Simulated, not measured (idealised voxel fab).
Process module, titled voxel released beams
260 nm wide, 5 nm square cells: that's cross-section cut.
Cross-section layout: square cells on a grid; listed as bands, top to bottom; a band spans one or more cell rows.
Each band's line starts with the height of the band's top and of its bottom, in nm. Then come its materials from left to right, each with its width in nm. One material with "throughout" fills the band from edge to edge. "empty" is empty space.
Counting heights begins at 0, where everything beneath is, in the wafer as received, one material. The lowest band has no bottom; it goes on downwards, as "0 and below" shows.
When a width is written as two numbers, as in "30..40", the first number is the width in the top row of cells of the band and the second is the width in its bottom row, and the width changes by the same amount from each row to the next.
The designation "nothing changed", where it is given for a processing step, indicates that no cell of the cross-section was altered in the course of that step.
Under "Closed void catalog" you'll find the enclosed gaps, the ones with no way out to the top, that are 8 cells or bigger; each reads width x height at distance, with distance counted from the left edge, everything in nm.
That trailing text on a step's line, after the settings, is the simulator's own remark on the step.
Each step line may optionally specify "overlay nm", which for a step with a mask gives the rightward distance between the mask's planned place and where it lay, a negative value indicating the leftward direction.
Each pair of cross-sections that follows straddles one process step: the one shows the state before the step, the other the state after it, down to the lowest band that changed and no further. The step in question, and its settings, are given under the pair. Note that a pair is not necessarily a continuation of the pair above it, since pairs can come from different runs of this module on the same starting wafer; it is a continuation only where its entry headed "Before the step" says so.
Before the step
0 and below: Si throughout
Closed void catalog: none
After
10 down to 0: Al2O3 throughout
Nothing below the height 0 has changed.
Closed void catalog: none
As a process note, the step between the before and after cross-sections shown above is CONFORMAL_DEP,material Al2O3,thk nm 10
Before the step: the cross-section after the pair above
After
30 down to 10: SiO2 throughout
Nothing below the height 10 has changed.
Closed void catalog: none
As a process note, the step between the before and after cross-sections shown above is DIRECTIONAL_DEP,material SiO2,thk nm 20
Before the step: the cross-section after the pair above
After
30 down to 10: 85 SiO2, then 45 empty, then 130 SiO2
Nothing below the height 10 has changed.
Closed void catalog: none
As a process note, the step between the before and after cross-sections shown above is MASKED_ETCH,tone open,mask id ANCHOR,width nm 45,etch materials SiO2,depth nm 20,overlay nm 0
Before the step: the cross-section after the pair above
After
45 down to 30: 100 W, then 15 empty, then 145 W
30 down to 25: 85 SiO2, then 15 W, then 15 empty, then 15 W, then 130 SiO2
25 down to 10: 85 SiO2, then 45 W, then 130 SiO2
Nothing below the height 10 has changed.
Closed void catalog: none
As a process note, the step between the before and after cross-sections shown above is CONFORMAL_DEP,material W,thk nm 15
Before the step: the cross-section after the pair above
After
45 down to 30: 80 empty, then 20 W, then 15 empty, then 60 W, then 85 empty
Nothing below the height 30 has changed.
Closed void catalog: none
As a process note, the step between the before and after cross-sections shown above is MASKED_ETCH,tone cover,mask id BEAM,width nm 95,etch materials W,depth nm 15,overlay nm 0
Before the step: the cross-section after the pair above
After
45 down to 30: 80 empty, then 20 W, then 15 empty, then 60 W, then 85 empty
30 down to 25: 85 empty, then 15 W, then 15 empty, then 15 W, then 130 empty
25 down to 10: 85 empty, then 45 W, then 130 empty
Nothing below the height 10 has changed.
Closed void catalog: none
As a process note, the step between the before and after cross-sections shown above is STRIP,etch materials SiO2
Before the step
10 down to 0: Al2O3 throughout
0 and below: Si throughout
Closed void catalog: none
After
25 down to 10: W throughout
Nothing below the height 10 has changed.
Closed void catalog: none
As a process note, the step between the before and after cross-sections shown above is CONFORMAL_DEP,material W,thk nm 15
Before the step: the cross-section after the pair above
After
25 down to 10: 80 empty, then 95 W, then 85 empty
Nothing below the height 10 has changed.
Closed void catalog: none
As a process note, the step between the before and after cross-sections shown above is MASKED_ETCH,tone cover,mask id BEAM,width nm 95,etch materials W,depth nm 15,overlay nm 0
Before the step
45 down to 30: 100 W, then 15 empty, then 145 W
30 down to 25: 85 SiO2, then 15 W, then 15 empty, then 15 W, then 130 SiO2
25 down to 10: 85 SiO2, then 45 W, then 130 SiO2
10 down to 0: Al2O3 throughout
0 and below: Si throughout
Closed void catalog: none
After
60 down to 30: W throughout
30 down to 10: 85 SiO2, then 45 W, then 130 SiO2
Nothing below the height 10 has changed.
Closed void catalog: none
As a process note, the step between the before and after cross-sections shown above is CONFORMAL_DEP,material W,thk nm 15
Before the step: the cross-section after the pair above
After
60 down to 45: 80 empty, then 95 W, then 85 empty
Nothing below the height 45 has changed.
Closed void catalog: none
As a process note, the step between the before and after cross-sections shown above is MASKED_ETCH,tone cover,mask id BEAM,width nm 95,etch materials W,depth nm 15,overlay nm 0
Before the step
0 and below: Si throughout
Closed void catalog: none
After
20 down to 0: SiO2 throughout
Nothing below the height 0 has changed.
Closed void catalog: none
As a process note, the step between the before and after cross-sections shown above is DIRECTIONAL_DEP,material SiO2,thk nm 20
Before the step: the cross-section after the pair above
After
30 down to 20: Al2O3 throughout
Nothing below the height 20 has changed.
Closed void catalog: none
As a process note, the step between the before and after cross-sections shown above is CONFORMAL_DEP,material Al2O3,thk nm 10
Before the step: the cross-section after the pair above
After
45 down to 30: W throughout
Nothing below the height 30 has changed.
Closed void catalog: none
As a process note, the step between the before and after cross-sections shown above is CONFORMAL_DEP,material W,thk nm 15
Before the step: the cross-section after the pair above
After
45 down to 30: 80 empty, then 95 W, then 85 empty
Nothing below the height 30 has changed.
Closed void catalog: none
As a process note, the step between the before and after cross-sections shown above is MASKED_ETCH,tone cover,mask id BEAM,width nm 95,etch materials W,depth nm 15,overlay nm 0
Before the step
30 down to 10: 85 SiO2, then 45 empty, then 130 SiO2
10 down to 0: Al2O3 throughout
0 and below: Si throughout
Closed void catalog: none
After
55 down to 30: W throughout
30 down to 10: 85 SiO2, then 45 W, then 130 SiO2
Nothing below the height 10 has changed.
Closed void catalog: none
As a process note, the step between the before and after cross-sections shown above is CONFORMAL_DEP,material W,thk nm 25
Before the step: the cross-section after the pair above
After
55 down to 40: 80 empty, then 95 W, then 85 empty
Nothing below the height 40 has changed.
Closed void catalog: none
As a process note, the step between the before and after cross-sections shown above is MASKED_ETCH,tone cover,mask id BEAM,width nm 95,etch materials W,depth nm 15,overlay nm 0
Before the step
45 down to 30: 100 W, then 15 empty, then 145 W
30 down to 25: 85 SiO2, then 15 W, then 15 empty, then 15 W, then 130 SiO2
25 down to 10: 85 SiO2, then 45 W, then 130 SiO2
10 down to 0: Al2O3 throughout
0 and below: Si throughout
Closed void catalog: none
After
45 down to 30: 80 empty, then 20 W, then 15 empty, then 65 W, then 80 empty
Nothing below the height 30 has changed.
Closed void catalog: none
As a process note, the step between the before and after cross-sections shown above is MASKED_ETCH,tone cover,mask id BEAM,width nm 100,etch materials W,depth nm 15,overlay nm 0
Before the step: the cross-section after the pair above
After
45 down to 30: 80 empty, then 20 W, then 15 empty, then 65 W, then 80 empty
30 down to 25: 85 empty, then 15 W, then 15 empty, then 15 W, then 130 empty
25 down to 10: 85 empty, then 45 W, then 130 empty
Nothing below the height 10 has changed.
Closed void catalog: none
As a process note, the step between the before and after cross-sections shown above is STRIP,etch materials SiO2
Before the step
45 down to 30: 100 W, then 15 empty, then 145 W
30 down to 25: 85 SiO2, then 15 W, then 15 empty, then 15 W, then 130 SiO2
25 down to 10: 85 SiO2, then 45 W, then 130 SiO2
10 down to 0: Al2O3 throughout
0 and below: Si throughout
Closed void catalog: none
After
45 down to 30: 75 empty, then 25 W, then 15 empty, then 55 W, then 90 empty
Nothing below the height 30 has changed.
Closed void catalog: none
As a process note, the step between the before and after cross-sections shown above is MASKED_ETCH,tone cover,mask id BEAM,width nm 95,etch materials W,depth nm 15,overlay nm -5
Before the step: the cross-section after the pair above
After
45 down to 30: 75 empty, then 25 W, then 15 empty, then 55 W, then 90 empty
30 down to 25: 85 empty, then 15 W, then 15 empty, then 15 W, then 130 empty
25 down to 10: 85 empty, then 45 W, then 130 empty
Nothing below the height 10 has changed.
Closed void catalog: none
As a process note, the step between the before and after cross-sections shown above is STRIP,etch materials SiO2
Before the step
45 down to 30: 80 empty, then 20 W, then 15 empty, then 60 W, then 85 empty
30 down to 25: 85 SiO2, then 15 W, then 15 empty, then 15 W, then 130 SiO2
25 down to 10: 85 SiO2, then 45 W, then 130 SiO2
10 down to 0: Al2O3 throughout
0 and below: Si throughout
Closed void catalog: none
After
30 down to 10: 85 SiO2, then 45 empty, then 130 SiO2
Nothing below the height 10 has changed.
Closed void catalog: none
As a process note, the step between the before and after cross-sections shown above is STRIP,etch materials W
Before the step
45 down to 30: 100 W, then 15 empty, then 145 W
30 down to 25: 85 SiO2, then 15 W, then 15 empty, then 15 W, then 130 SiO2
25 down to 10: 85 SiO2, then 45 W, then 130 SiO2
10 down to 0: Al2O3 throughout
0 and below: Si throughout
Closed void catalog: none
After
45 down to 30: 80 W, then 95 empty, then 85 W
30 down to 10: 85 SiO2, then 15 W, then 15 empty, then 15 W, then 130 SiO2
Nothing below the height 10 has changed.
Closed void catalog: none
As a process note, the step between the before and after cross-sections shown above is MASKED_ETCH,tone open,mask id BEAM,width nm 95,etch materials W,depth nm 15,overlay nm 0
Before the step: the cross-section after the pair above
After
30 down to 10: 85 empty, then 15 W, then 15 empty, then 15 W, then 130 empty
Nothing below the height 10 has changed.
Closed void catalog: none
As a process note, the step between the before and after cross-sections shown above is STRIP,etch materials SiO2
